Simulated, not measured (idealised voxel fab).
process module | voxel capacitor over wiring
cross-section cut | 160 nm wide | cells 5 nm
A cross-section is a grid of square cells, given in bands from the top down. A band is one or more rows of cells.
Each band's line starts with the height of the band's top and of its bottom, in nm. Then come its materials from left to right, each with its width in nm. One material with "throughout" fills the band from edge to edge. "air" is empty space.
Height 0 is the level under which the wafer as received is all one material. The lowest band goes on downwards, as in "0 down".
A width such as "30 to 40" changes by the same amount from each row of cells to the next, from the band's top row to its bottom row.
"no change" after a step means that no cell of the cross-section changed.
closed voids: empty space of 8 cells or more with no open way to the top, each as width x height at its distance from the left edge, in nm
after a step's settings: what the simulator itself notes on the step
overlay nm, on a step with a mask: how far to the right of its planned place the mask lay; to the left if negative
plan
1 op RECEIVE | material Si
2 op CONFORMAL_DEP | material SiO2 | thk nm 15
3 op DIRECTIONAL_DEP | material TiN | thk nm 5
4 op DIRECTIONAL_DEP | material W | thk nm 25
5 op DIRECTIONAL_DEP | material aC | thk nm 10
6 op PATTERN | tone cover | mask id METAL_1 | material resist | width nm 20 | pitch nm 70 | thk nm 25 | overlay nm 0
7 op DIRECTIONAL_ETCH | etch materials aC | depth nm 10
8 op STRIP | etch materials resist
9 op DIRECTIONAL_ETCH | etch materials W | depth nm 25
10 op DIRECTIONAL_ETCH | etch materials TiN | depth nm 5
11 op STRIP | etch materials aC
12 op FILL_DEP | material SiO2 | thk nm 5
13 op CMP | height nm 45
14 op CONFORMAL_DEP | material SiCN | thk nm 5
15 op DIRECTIONAL_DEP | material lowk | thk nm 10
16 op MASKED_ETCH | tone open | mask id PLUG_1 | width nm 15 | etch materials lowk | depth nm 10 | overlay nm 0
17 op MASKED_ETCH | tone open | mask id PLUG_1 | width nm 15 | etch materials SiCN | depth nm 5 | overlay nm 0
18 op EPI | material Ru | thk nm 10
19 op EPI | material Ru | thk nm 5
20 op DIRECTIONAL_DEP | material TiN | thk nm 10
21 op DIRECTIONAL_DEP | material SiN | thk nm 5
22 op DIRECTIONAL_DEP | material TiN | thk nm 10
23 op DIRECTIONAL_DEP | material aC | thk nm 10
24 op PATTERN | tone cover | mask id UPPER_PLATE | material resist | width nm 55 | thk nm 30 | overlay nm 0
25 op DIRECTIONAL_ETCH | etch materials aC | depth nm 10
26 op STRIP | etch materials resist
27 op DIRECTIONAL_ETCH | etch materials TiN | depth nm 10
28 op DIRECTIONAL_ETCH | etch materials SiN | depth nm 5
29 op STRIP | etch materials aC
30 op PATTERN | tone cover | mask id LOWER_PLATE | material resist | width nm 65 | thk nm 20 | overlay nm 0
31 op DIRECTIONAL_ETCH | etch materials TiN | depth nm 10
32 op STRIP | etch materials resist
33 op FILL_DEP | material SiO2 | thk nm 15
34 op CMP | height nm 95
35 op PATTERN | tone open | mask id PLUG_2 | material resist | width nm 15 | thk nm 15 | overlay nm 0
36 op DIRECTIONAL_ETCH | etch materials SiO2 | depth nm 10
37 op STRIP | etch materials resist
38 op CONFORMAL_DEP | material TiN | thk nm 5
39 op FILL_DEP | material W | thk nm 10
40 op CMP | height nm 95
41 op CONFORMAL_DEP | material SiCN | thk nm 5
as received, after step 1
  0 down: Si throughout
  closed voids: none
first wafer at the end, as planned
  100 to 95: SiCN throughout
  95 to 90: SiO2 50 | TiN 5 | W 5 | TiN 5 | SiO2 95
  90 to 85: SiO2 50 | TiN 15 | SiO2 95
  85 to 75: SiO2 40 | TiN 55 | SiO2 65
  75 to 70: SiO2 40 | SiN 55 | SiO2 65
  70 to 60: SiO2 35 | TiN 65 | SiO2 60
  60 to 50: lowk 40 | Ru 15 | lowk 105
  50 to 45: SiCN 40 | Ru 15 | SiCN 105
  45 to 20: SiO2 35 | W 20 | SiO2 50 | W 20 | SiO2 35
  20 to 15: SiO2 35 | TiN 20 | SiO2 50 | TiN 20 | SiO2 35
  15 to 0: SiO2 throughout
  0 down: Si throughout
  closed voids: none
second wafer at the end: like start, like plan, one mistake
  100 to 95: SiCN throughout
  95 to 90: SiO2 50 | TiN 5 | W 5 | TiN 5 | SiO2 95
  90 to 85: SiO2 50 | TiN 15 | SiO2 95
  85 to 75: SiO2 40 | TiN 55 | SiO2 65
  75 to 70: SiO2 40 | SiN 55 | SiO2 65
  70 to 60: SiO2 35 | TiN 65 | SiO2 60
  60 to 50: lowk 40 | Ru 15 | lowk 105
  50 to 45: SiCN 40 | Ru 15 | SiCN 105
  45 to 20: SiO2 35 | W 20 | SiO2 50 | W 20 | SiO2 35
  20 to 15: SiO2 35 | TiN 20 | SiO2 50 | TiN 20 | SiO2 35
  15 to 0: SiN throughout
  0 down: Si throughout
  closed voids: none
what went wrong: step 2 ran as: op CONFORMAL_DEP | material SiN | thk nm 15
at the end the second wafer has, in cells: 96 more of SiN | 96 fewer of SiO2
